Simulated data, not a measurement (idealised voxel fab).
Herein follows the process module entitled voxel self aligned contacts.
Cross-section cut: width 245 nm, square cells of 5 nm.
A cross-section is a grid of square cells, given in bands from the top down. A band is one or more rows of cells.
Band: top height; bottom height; in nm. Then, left to right: material with width in nm, for each material. "edge to edge": a single material spanning edge to edge. "blank": empty space.
Height 0 is the level under which the wafer as received is all one material. The lowest band goes on downwards, as in "0..down".
A width given as "30->40" starts at the first number in the band's top row and ends at the second number in its bottom row, shifting by an equal amount at every step from row to row.
"identical to before" (step): cross-section cells unchanged, all of them.
Empty spaces counting at least 8 cells and having no open way to the top are listed in "Trapped cavities". The notation width x height at distance is used for each, the distance being from the left edge and all three values in nm.
Step line, after settings: the simulator's comment on this step.
The line of a step may include "overlay nm". On a step with a mask, this value is how far to the right of its planned place the mask lay. A negative value means the mask lay to the left.
So the way this works: pairs, before and after one process step. The after picture only goes down to the lowest band that actually changed, nothing below. Step and its settings are under each pair. And watch out, pairs might come from different runs of this module, same starting wafer though, so a pair only follows on from the one above if its "before" entry tells you so.

[before]
  70..50 = blank=70  resist=35  blank=35  resist=35  blank=70
  50..35 = blank=70  aC=35  blank=35  aC=35  blank=70
  35..20 = SiN edge to edge
  20..0 = polySi edge to edge
  0..-5 = SiO2 edge to edge
  -5..down = Si edge to edge
  Trapped cavities: none

[After the Step]
  50..35 = blank=70  aC=35  blank=35  aC=35  blank=70
  For the remainder of the cross-section, below 35, there is no change.
  Trapped cavities: none
It is this step that lies between the two cross-sections above: STRIP: etch materials resist

before: It is represented by the cross-section appearing after the step of the pair directly above.

[After the Step]
  50..35 = blank=70  aC=35  blank=35  aC=35  blank=70
  35..20 = blank=70  SiN=35  blank=35  SiN=35  blank=70
  For the remainder of the cross-section, below 20, there is no change.
  Trapped cavities: none
It is this step that lies between the two cross-sections above: DIRECTIONAL_ETCH: etch materials SiN, depth nm 15

before: It is represented by the cross-section appearing after the step of the pair directly above.

[After the Step]
  50..35 = blank=70  aC=35  blank=35  aC=35  blank=70
  35..20 = blank=70  SiN=35  blank=35  SiN=35  blank=70
  20..0 = blank=70  polySi=35  blank=35  polySi=35  blank=70
  For the remainder of the cross-section, below 0, there is no change.
  Trapped cavities: none
It is this step that lies between the two cross-sections above: DIRECTIONAL_ETCH: etch materials polySi, depth nm 25

before: It is represented by the cross-section appearing after the step of the pair directly above.

[After the Step]
  35..20 = blank=70  SiN=35  blank=35  SiN=35  blank=70
  For the remainder of the cross-section, below 20, there is no change.
  Trapped cavities: none
It is this step that lies between the two cross-sections above: STRIP: etch materials aC

before: It is represented by the cross-section appearing after the step of the pair directly above.

[After the Step]
  40..20 = blank=65  SiN=45  blank=25  SiN=45  blank=65
  20..5 = blank=65  SiN=5  polySi=35  SiN=5  blank=25  SiN=5  polySi=35  SiN=5  blank=65
  5..0 = SiN=70  polySi=35  SiN=35  polySi=35  SiN=70
  For the remainder of the cross-section, below 0, there is no change.
  Trapped cavities: none
It is this step that lies between the two cross-sections above: CONFORMAL_DEP: material SiN, thk nm 5

before: It is represented by the cross-section appearing after the step of the pair directly above.

[After the Step]
  35..20 = blank=65  SiN=45  blank=25  SiN=45  blank=65
  20..0 = blank=65  SiN=5  polySi=35  SiN=5  blank=25  SiN=5  polySi=35  SiN=5  blank=65
  For the remainder of the cross-section, below 0, there is no change.
  Trapped cavities: none
It is this step that lies between the two cross-sections above: DIRECTIONAL_ETCH: etch materials SiN, depth nm 5

before: It is represented by the cross-section appearing after the step of the pair directly above.

[After the Step]
  45..35 = SiO2 edge to edge
  35..20 = SiO2=65  SiN=45  SiO2=25  SiN=45  SiO2=65
  20..0 = SiO2=65  SiN=5  polySi=35  SiN=5  SiO2=25  SiN=5  polySi=35  SiN=5  SiO2=65
  For the remainder of the cross-section, below 0, there is no change.
  Trapped cavities: none
It is this step that lies between the two cross-sections above: FILL_DEP: material SiO2, thk nm 10

before: It is represented by the cross-section appearing after the step of the pair directly above.

[After the Step]
  60..45 = resist=95  blank=55  resist=95
  For the remainder of the cross-section, below 45, there is no change.
  Trapped cavities: none
It is this step that lies between the two cross-sections above: PATTERN: tone open, mask id CONTACT, material resist, width nm 55, thk nm 15, overlay nm 0

before: It is represented by the cross-section appearing after the step of the pair directly above.

[After the Step]
  60..45 = resist=95  blank=55  resist=95
  45..35 = SiO2=95  blank=55  SiO2=95
  35..20 = SiO2=65  SiN=45  blank=25  SiN=45  SiO2=65
  20..0 = SiO2=65  SiN=5  polySi=35  SiN=5  blank=25  SiN=5  polySi=35  SiN=5  SiO2=65
  0..-5 = SiO2=110  blank=25  SiO2=110
  For the remainder of the cross-section, below -5, there is no change.
  Trapped cavities: none
It is this step that lies between the two cross-sections above: DIRECTIONAL_ETCH: etch materials SiO2, depth nm 50

before: It is represented by the cross-section appearing after the step of the pair directly above.

[After the Step]
  45..35 = SiO2=95  blank=55  SiO2=95
  For the remainder of the cross-section, below 35, there is no change.
  Trapped cavities: none
It is this step that lies between the two cross-sections above: STRIP: etch materials resist

before: It is represented by the cross-section appearing after the step of the pair directly above.

[After the Step]
  50..45 = TiN=100  blank=45  TiN=100
  45..35 = SiO2=95  TiN=5->20  blank=45->15  TiN=5->20  SiO2=95
  35..20 = SiO2=65  SiN=45  TiN=5  blank=15  TiN=5  SiN=45  SiO2=65
  20..0 = SiO2=65  SiN=5  polySi=35  SiN=5  TiN=5  blank=15  TiN=5  SiN=5  polySi=35  SiN=5  SiO2=65
  0..-5 = SiO2=110  TiN=25  SiO2=110
  For the remainder of the cross-section, below -5, there is no change.
  Trapped cavities: none
It is this step that lies between the two cross-sections above: CONFORMAL_DEP: material TiN, thk nm 5

before: It is represented by the cross-section appearing after the step of the pair directly above.

[After the Step]
  60..50 = W edge to edge
  50..45 = TiN=100  W=45  TiN=100
  45..35 = SiO2=95  TiN=5->20  W=45->15  TiN=5->20  SiO2=95
  35..20 = SiO2=65  SiN=45  TiN=5  W=15  TiN=5  SiN=45  SiO2=65
  20..0 = SiO2=65  SiN=5  polySi=35  SiN=5  TiN=5  W=15  TiN=5  SiN=5  polySi=35  SiN=5  SiO2=65
  For the remainder of the cross-section, below 0, there is no change.
  Trapped cavities: none
It is this step that lies between the two cross-sections above: FILL_DEP: material W, thk nm 10

before: It is represented by the cross-section appearing after the step of the pair directly above.

[After the Step]
  45..35 = SiO2=95  TiN=5->20  W=45->15  TiN=5->20  SiO2=95
  For the remainder of the cross-section, below 35, there is no change.
  Trapped cavities: none
It is this step that lies between the two cross-sections above: CMP: height nm 45

before: It is represented by the cross-section appearing after the step of the pair directly above.

[After the Step]
  50..45 = SiN edge to edge
  For the remainder of the cross-section, below 45, there is no change.
  Trapped cavities: none
It is this step that lies between the two cross-sections above: CONFORMAL_DEP: material SiN, thk nm 5

[before]
  45..40 = SiO2 edge to edge
  40..25 = SiO2=65  SiN=45  SiO2=25  SiN=45  SiO2=65
  25..0 = SiO2=65  SiN=5  polySi=35  SiN=5  SiO2=25  SiN=5  polySi=35  SiN=5  SiO2=65
  0..-5 = SiO2 edge to edge
  -5..down = Si edge to edge
  Trapped cavities: none

[After the Step]
  60..45 = resist=100  blank=45  resist=100
  For the remainder of the cross-section, below 45, there is no change.
  Trapped cavities: none
It is this step that lies between the two cross-sections above: PATTERN: tone open, mask id CONTACT, material resist, width nm 45, thk nm 15, overlay nm 0

before: It is represented by the cross-section appearing after the step of the pair directly above.

[After the Step]
  60..45 = resist=100  blank=45  resist=100
  45..40 = SiO2=100  blank=45  SiO2=100
  40..25 = SiO2=65  SiN=45  blank=25  SiN=45  SiO2=65
  25..0 = SiO2=65  SiN=5  polySi=35  SiN=5  blank=25  SiN=5  polySi=35  SiN=5  SiO2=65
  0..-5 = SiO2=110  blank=25  SiO2=110
  For the remainder of the cross-section, below -5, there is no change.
  Trapped cavities: none
It is this step that lies between the two cross-sections above: DIRECTIONAL_ETCH: etch materials SiO2, depth nm 50

before: It is represented by the cross-section appearing after the step of the pair directly above.

[After the Step]
  45..40 = SiO2=100  blank=45  SiO2=100
  For the remainder of the cross-section, below 40, there is no change.
  Trapped cavities: none
It is this step that lies between the two cross-sections above: STRIP: etch materials resist

before: It is represented by the cross-section appearing after the step of the pair directly above.

[After the Step]
  50..45 = TiN=105  blank=35  TiN=105
  45..40 = SiO2=100  TiN=15  blank=15  TiN=15  SiO2=100
  40..25 = SiO2=65  SiN=45  TiN=5  blank=15  TiN=5  SiN=45  SiO2=65
  25..0 = SiO2=65  SiN=5  polySi=35  SiN=5  TiN=5  blank=15  TiN=5  SiN=5  polySi=35  SiN=5  SiO2=65
  0..-5 = SiO2=110  TiN=25  SiO2=110
  For the remainder of the cross-section, below -5, there is no change.
  Trapped cavities: none
It is this step that lies between the two cross-sections above: CONFORMAL_DEP: material TiN, thk nm 5

before: It is represented by the cross-section appearing after the step of the pair directly above.

[After the Step]
  60..50 = W edge to edge
  50..45 = TiN=105  W=35  TiN=105
  45..40 = SiO2=100  TiN=15  W=15  TiN=15  SiO2=100
  40..25 = SiO2=65  SiN=45  TiN=5  W=15  TiN=5  SiN=45  SiO2=65
  25..0 = SiO2=65  SiN=5  polySi=35  SiN=5  TiN=5  W=15  TiN=5  SiN=5  polySi=35  SiN=5  SiO2=65
  For the remainder of the cross-section, below 0, there is no change.
  Trapped cavities: none
It is this step that lies between the two cross-sections above: FILL_DEP: material W, thk nm 10

before: It is represented by the cross-section appearing after the step of the pair directly above.

[After the Step]
  45..40 = SiO2=100  TiN=15  W=15  TiN=15  SiO2=100
  For the remainder of the cross-section, below 40, there is no change.
  Trapped cavities: none
It is this step that lies between the two cross-sections above: CMP: height nm 45

before: It is represented by the cross-section appearing after the step of the pair directly above.

[After the Step]
  50..45 = SiN edge to edge
  For the remainder of the cross-section, below 45, there is no change.
  Trapped cavities: none
It is this step that lies between the two cross-sections above: CONFORMAL_DEP: material SiN, thk nm 5

[before]
  55..40 = aC edge to edge
  40..25 = SiN edge to edge
  25..0 = polySi edge to edge
  0..-5 = SiO2 edge to edge
  -5..down = Si edge to edge
  Trapped cavities: none

[After the Step]
  90..55 = blank=65  resist=35  blank=35  resist=35  blank=75
  For the remainder of the cross-section, below 55, there is no change.
  Trapped cavities: none
It is this step that lies between the two cross-sections above: PATTERN: tone cover, mask id GATE, material resist, width nm 35, pitch nm 70, thk nm 35, overlay nm -5

before: It is represented by the cross-section appearing after the step of the pair directly above.

[After the Step]
  75..55 = blank=65  resist=35  blank=35  resist=35  blank=75
  55..40 = blank=65  aC=35  blank=35  aC=35  blank=75
  For the remainder of the cross-section, below 40, there is no change.
  Trapped cavities: none
It is this step that lies between the two cross-sections above: DIRECTIONAL_ETCH: etch materials aC, depth nm 15

before: It is represented by the cross-section appearing after the step of the pair directly above.

[After the Step]
  55..40 = blank=65  aC=35  blank=35  aC=35  blank=75
  For the remainder of the cross-section, below 40, there is no change.
  Trapped cavities: none
It is this step that lies between the two cross-sections above: STRIP: etch materials resist

before: It is represented by the cross-section appearing after the step of the pair directly above.

[After the Step]
  55..40 = blank=65  aC=35  blank=35  aC=35  blank=75
  40..25 = blank=65  SiN=35  blank=35  SiN=35  blank=75
  For the remainder of the cross-section, below 25, there is no change.
  Trapped cavities: none
It is this step that lies between the two cross-sections above: DIRECTIONAL_ETCH: etch materials SiN, depth nm 15

before: It is represented by the cross-section appearing after the step of the pair directly above.

[After the Step]
  55..40 = blank=65  aC=35  blank=35  aC=35  blank=75
  40..25 = blank=65  SiN=35  blank=35  SiN=35  blank=75
  25..0 = blank=65  polySi=35  blank=35  polySi=35  blank=75
  For the remainder of the cross-section, below 0, there is no change.
  Trapped cavities: none
It is this step that lies between the two cross-sections above: DIRECTIONAL_ETCH: etch materials polySi, depth nm 25

before: It is represented by the cross-section appearing after the step of the pair directly above.

[After the Step]
  40..25 = blank=65  SiN=35  blank=35  SiN=35  blank=75
  For the remainder of the cross-section, below 25, there is no change.
  Trapped cavities: none
It is this step that lies between the two cross-sections above: STRIP: etch materials aC

before: It is represented by the cross-section appearing after the step of the pair directly above.

[After the Step]
  45..25 = blank=60  SiN=45  blank=25  SiN=45  blank=70
  25..5 = blank=60  SiN=5  polySi=35  SiN=5  blank=25  SiN=5  polySi=35  SiN=5  blank=70
  5..0 = SiN=65  polySi=35  SiN=35  polySi=35  SiN=75
  For the remainder of the cross-section, below 0, there is no change.
  Trapped cavities: none
It is this step that lies between the two cross-sections above: CONFORMAL_DEP: material SiN, thk nm 5

before: It is represented by the cross-section appearing after the step of the pair directly above.

[After the Step]
  40..25 = blank=60  SiN=45  blank=25  SiN=45  blank=70
  25..0 = blank=60  SiN=5  polySi=35  SiN=5  blank=25  SiN=5  polySi=35  SiN=5  blank=70
  For the remainder of the cross-section, below 0, there is no change.
  Trapped cavities: none
It is this step that lies between the two cross-sections above: DIRECTIONAL_ETCH: etch materials SiN, depth nm 5

before: It is represented by the cross-section appearing after the step of the pair directly above.

[After the Step]
  50..40 = SiO2 edge to edge
  40..25 = SiO2=60  SiN=45  SiO2=25  SiN=45  SiO2=70
  25..0 = SiO2=60  SiN=5  polySi=35  SiN=5  SiO2=25  SiN=5  polySi=35  SiN=5  SiO2=70
  For the remainder of the cross-section, below 0, there is no change.
  Trapped cavities: none
It is this step that lies between the two cross-sections above: FILL_DEP: material SiO2, thk nm 10

before: It is represented by the cross-section appearing after the step of the pair directly above.

[After the Step]
  45..40 = SiO2 edge to edge
  For the remainder of the cross-section, below 40, there is no change.
  Trapped cavities: none
It is this step that lies between the two cross-sections above: CMP: height nm 45

before: It is represented by the cross-section appearing after the step of the pair directly above.

[After the Step]
  60..45 = resist=95  blank=55  resist=95
  For the remainder of the cross-section, below 45, there is no change.
  Trapped cavities: none
It is this step that lies between the two cross-sections above: PATTERN: tone open, mask id CONTACT, material resist, width nm 55, thk nm 15, overlay nm 0

before: It is represented by the cross-section appearing after the step of the pair directly above.

[After the Step]
  60..45 = resist=95  blank=55  resist=95
  45..40 = SiO2=95  blank=55  SiO2=95
  40..25 = SiO2=60  SiN=45  blank=25  SiN=45  SiO2=70
  25..0 = SiO2=60  SiN=5  polySi=35  SiN=5  blank=25  SiN=5  polySi=35  SiN=5  SiO2=70
  0..-5 = SiO2=105  blank=25  SiO2=115
  For the remainder of the cross-section, below -5, there is no change.
  Trapped cavities: none
It is this step that lies between the two cross-sections above: DIRECTIONAL_ETCH: etch materials SiO2, depth nm 50

before: It is represented by the cross-section appearing after the step of the pair directly above.

[After the Step]
  45..40 = SiO2=95  blank=55  SiO2=95
  For the remainder of the cross-section, below 40, there is no change.
  Trapped cavities: none
It is this step that lies between the two cross-sections above: STRIP: etch materials resist

before: It is represented by the cross-section appearing after the step of the pair directly above.

[After the Step]
  50..45 = TiN=100  blank=45  TiN=100
  45..40 = SiO2=95  TiN=15  blank=15  TiN=25  SiO2=95
  40..25 = SiO2=60  SiN=45  TiN=5  blank=15  TiN=5  SiN=45  SiO2=70
  25..0 = SiO2=60  SiN=5  polySi=35  SiN=5  TiN=5  blank=15  TiN=5  SiN=5  polySi=35  SiN=5  SiO2=70
  0..-5 = SiO2=105  TiN=25  SiO2=115
  For the remainder of the cross-section, below -5, there is no change.
  Trapped cavities: none
It is this step that lies between the two cross-sections above: CONFORMAL_DEP: material TiN, thk nm 5

before: It is represented by the cross-section appearing after the step of the pair directly above.

[After the Step]
  60..50 = W edge to edge
  50..45 = TiN=100  W=45  TiN=100
  45..40 = SiO2=95  TiN=15  W=15  TiN=25  SiO2=95
  40..25 = SiO2=60  SiN=45  TiN=5  W=15  TiN=5  SiN=45  SiO2=70
  25..0 = SiO2=60  SiN=5  polySi=35  SiN=5  TiN=5  W=15  TiN=5  SiN=5  polySi=35  SiN=5  SiO2=70
  For the remainder of the cross-section, below 0, there is no change.
  Trapped cavities: none
It is this step that lies between the two cross-sections above: FILL_DEP: material W, thk nm 10

before: It is represented by the cross-section appearing after the step of the pair directly above.

[After the Step]
  45..40 = SiO2=95  TiN=15  W=15  TiN=25  SiO2=95
  For the remainder of the cross-section, below 40, there is no change.
  Trapped cavities: none
It is this step that lies between the two cross-sections above: CMP: height nm 45

before: It is represented by the cross-section appearing after the step of the pair directly above.

[After the Step]
  50..45 = SiN edge to edge
  For the remainder of the cross-section, below 45, there is no change.
  Trapped cavities: none
It is this step that lies between the two cross-sections above: CONFORMAL_DEP: material SiN, thk nm 5

[before]
  50..45 = TiN=100  blank=45  TiN=100
  45..40 = SiO2=95  TiN=20  blank=15  TiN=20  SiO2=95
  40..25 = SiO2=65  SiN=45  TiN=5  blank=15  TiN=5  SiN=45  SiO2=65
  25..0 = SiO2=65  SiN=5  polySi=35  SiN=5  TiN=5  blank=15  TiN=5  SiN=5  polySi=35  SiN=5  SiO2=65
  0..-5 = SiO2=110  TiN=25  SiO2=110
  -5..down = Si edge to edge
  Trapped cavities: none

[After the Step]
  60..50 = SiN edge to edge
  50..45 = TiN=100  SiN=45  TiN=100
  45..40 = SiO2=95  TiN=20  SiN=15  TiN=20  SiO2=95
  40..25 = SiO2=65  SiN=45  TiN=5  SiN=15  TiN=5  SiN=45  SiO2=65
  25..0 = SiO2=65  SiN=5  polySi=35  SiN=5  TiN=5  SiN=15  TiN=5  SiN=5  polySi=35  SiN=5  SiO2=65
  For the remainder of the cross-section, below 0, there is no change.
  Trapped cavities: none
It is this step that lies between the two cross-sections above: FILL_DEP: material SiN, thk nm 10

before: It is represented by the cross-section appearing after the step of the pair directly above.

[After the Step]
  45..40 = SiO2=95  TiN=20  SiN=15  TiN=20  SiO2=95
  For the remainder of the cross-section, below 40, there is no change.
  Trapped cavities: none
It is this step that lies between the two cross-sections above: CMP: height nm 45

before: It is represented by the cross-section appearing after the step of the pair directly above.

[After the Step]
  50..45 = SiN edge to edge
  For the remainder of the cross-section, below 45, there is no change.
  Trapped cavities: none
It is this step that lies between the two cross-sections above: CONFORMAL_DEP: material SiN, thk nm 5

[before]
  55..40 = aC edge to edge
  40..25 = SiN edge to edge
  25..0 = polySi edge to edge
  0..-5 = SiO2 edge to edge
  -5..down = Si edge to edge
  Trapped cavities: none

[After the Step]
  90..55 = resist=70  blank=35  resist=35  blank=35  resist=70
  For the remainder of the cross-section, below 55, there is no change.
  Trapped cavities: none
It is this step that lies between the two cross-sections above: PATTERN: tone open, mask id GATE, material resist, width nm 35, pitch nm 70, thk nm 35, overlay nm 0

before: It is represented by the cross-section appearing after the step of the pair directly above.

[After the Step]
  75..55 = resist=70  blank=35  resist=35  blank=35  resist=70
  55..40 = aC=70  blank=35  aC=35  blank=35  aC=70
  For the remainder of the cross-section, below 40, there is no change.
  Trapped cavities: none
It is this step that lies between the two cross-sections above: DIRECTIONAL_ETCH: etch materials aC, depth nm 15

before: It is represented by the cross-section appearing after the step of the pair directly above.

[After the Step]
  55..40 = aC=70  blank=35  aC=35  blank=35  aC=70
  For the remainder of the cross-section, below 40, there is no change.
  Trapped cavities: none
It is this step that lies between the two cross-sections above: STRIP: etch materials resist

before: It is represented by the cross-section appearing after the step of the pair directly above.

[After the Step]
  55..40 = aC=70  blank=35  aC=35  blank=35  aC=70
  40..25 = SiN=70  blank=35  SiN=35  blank=35  SiN=70
  For the remainder of the cross-section, below 25, there is no change.
  Trapped cavities: none
It is this step that lies between the two cross-sections above: DIRECTIONAL_ETCH: etch materials SiN, depth nm 15

before: It is represented by the cross-section appearing after the step of the pair directly above.

[After the Step]
  55..40 = aC=70  blank=35  aC=35  blank=35  aC=70
  40..25 = SiN=70  blank=35  SiN=35  blank=35  SiN=70
  25..0 = polySi=70  blank=35  polySi=35  blank=35  polySi=70
  For the remainder of the cross-section, below 0, there is no change.
  Trapped cavities: none
It is this step that lies between the two cross-sections above: DIRECTIONAL_ETCH: etch materials polySi, depth nm 25

before: It is represented by the cross-section appearing after the step of the pair directly above.

[After the Step]
  40..25 = SiN=70  blank=35  SiN=35  blank=35  SiN=70
  For the remainder of the cross-section, below 25, there is no change.
  Trapped cavities: none
It is this step that lies between the two cross-sections above: STRIP: etch materials aC

before: It is represented by the cross-section appearing after the step of the pair directly above.

[After the Step]
  45..25 = SiN=75  blank=25  SiN=45  blank=25  SiN=75
  25..5 = polySi=70  SiN=5  blank=25  SiN=5  polySi=35  SiN=5  blank=25  SiN=5  polySi=70
  5..0 = polySi=70  SiN=35  polySi=35  SiN=35  polySi=70
  For the remainder of the cross-section, below 0, there is no change.
  Trapped cavities: none
It is this step that lies between the two cross-sections above: CONFORMAL_DEP: material SiN, thk nm 5

before: It is represented by the cross-section appearing after the step of the pair directly above.

[After the Step]
  40..25 = SiN=75  blank=25  SiN=45  blank=25  SiN=75
  25..0 = polySi=70  SiN=5  blank=25  SiN=5  polySi=35  SiN=5  blank=25  SiN=5  polySi=70
  For the remainder of the cross-section, below 0, there is no change.
  Trapped cavities: none
It is this step that lies between the two cross-sections above: DIRECTIONAL_ETCH: etch materials SiN, depth nm 5

before: It is represented by the cross-section appearing after the step of the pair directly above.

[After the Step]
  50..40 = SiO2 edge to edge
  40..25 = SiN=75  SiO2=25  SiN=45  SiO2=25  SiN=75
  25..0 = polySi=70  SiN=5  SiO2=25  SiN=5  polySi=35  SiN=5  SiO2=25  SiN=5  polySi=70
  For the remainder of the cross-section, below 0, there is no change.
  Trapped cavities: none
It is this step that lies between the two cross-sections above: FILL_DEP: material SiO2, thk nm 10

before: It is represented by the cross-section appearing after the step of the pair directly above.

[After the Step]
  45..40 = SiO2 edge to edge
  For the remainder of the cross-section, below 40, there is no change.
  Trapped cavities: none
It is this step that lies between the two cross-sections above: CMP: height nm 45

before: It is represented by the cross-section appearing after the step of the pair directly above.

[After the Step]
  60..45 = resist=95  blank=55  resist=95
  For the remainder of the cross-section, below 45, there is no change.
  Trapped cavities: none
It is this step that lies between the two cross-sections above: PATTERN: tone open, mask id CONTACT, material resist, width nm 55, thk nm 15, overlay nm 0

before: It is represented by the cross-section appearing after the step of the pair directly above.

[After the Step]
  60..45 = resist=95  blank=55  resist=95
  45..40 = SiO2=95  blank=55  SiO2=95
  40..25 = SiN=75  SiO2=20  blank=5  SiN=45  blank=5  SiO2=20  SiN=75
  25..0 = polySi=70  SiN=5  SiO2=20  blank=5  SiN=5  polySi=35  SiN=5  blank=5  SiO2=20  SiN=5  polySi=70
  0..-5 = SiO2=95  blank=5  SiO2=45  blank=5  SiO2=95
  For the remainder of the cross-section, below -5, there is no change.
  Trapped cavities: none
It is this step that lies between the two cross-sections above: DIRECTIONAL_ETCH: etch materials SiO2, depth nm 50

before: It is represented by the cross-section appearing after the step of the pair directly above.

[After the Step]
  45..40 = SiO2=95  blank=55  SiO2=95
  For the remainder of the cross-section, below 40, there is no change.
  Trapped cavities: none
It is this step that lies between the two cross-sections above: STRIP: etch materials resist

before: It is represented by the cross-section appearing after the step of the pair directly above.

[After the Step]
  50..45 = TiN=100  blank=45  TiN=100
  45..40 = SiO2=95  TiN=55  SiO2=95
  40..25 = SiN=75  SiO2=20  TiN=5  SiN=45  TiN=5  SiO2=20  SiN=75
  25..0 = polySi=70  SiN=5  SiO2=20  TiN=5  SiN=5  polySi=35  SiN=5  TiN=5  SiO2=20  SiN=5  polySi=70
  0..-5 = SiO2=95  TiN=5  SiO2=45  TiN=5  SiO2=95
  For the remainder of the cross-section, below -5, there is no change.
  Trapped cavities: none
It is this step that lies between the two cross-sections above: CONFORMAL_DEP: material TiN, thk nm 5

before: It is represented by the cross-section appearing after the step of the pair directly above.

[After the Step]
  60..50 = W edge to edge
  50..45 = TiN=100  W=45  TiN=100
  For the remainder of the cross-section, below 45, there is no change.
  Trapped cavities: none
It is this step that lies between the two cross-sections above: FILL_DEP: material W, thk nm 10

before: It is represented by the cross-section appearing after the step of the pair directly above.

[After the Step]
  45..40 = SiO2=95  TiN=55  SiO2=95
  For the remainder of the cross-section, below 40, there is no change.
  Trapped cavities: none
It is this step that lies between the two cross-sections above: CMP: height nm 45

before: It is represented by the cross-section appearing after the step of the pair directly above.

[After the Step]
  50..45 = SiN edge to edge
  For the remainder of the cross-section, below 45, there is no change.
  Trapped cavities: none
It is this step that lies between the two cross-sections above: CONFORMAL_DEP: material SiN, thk nm 5
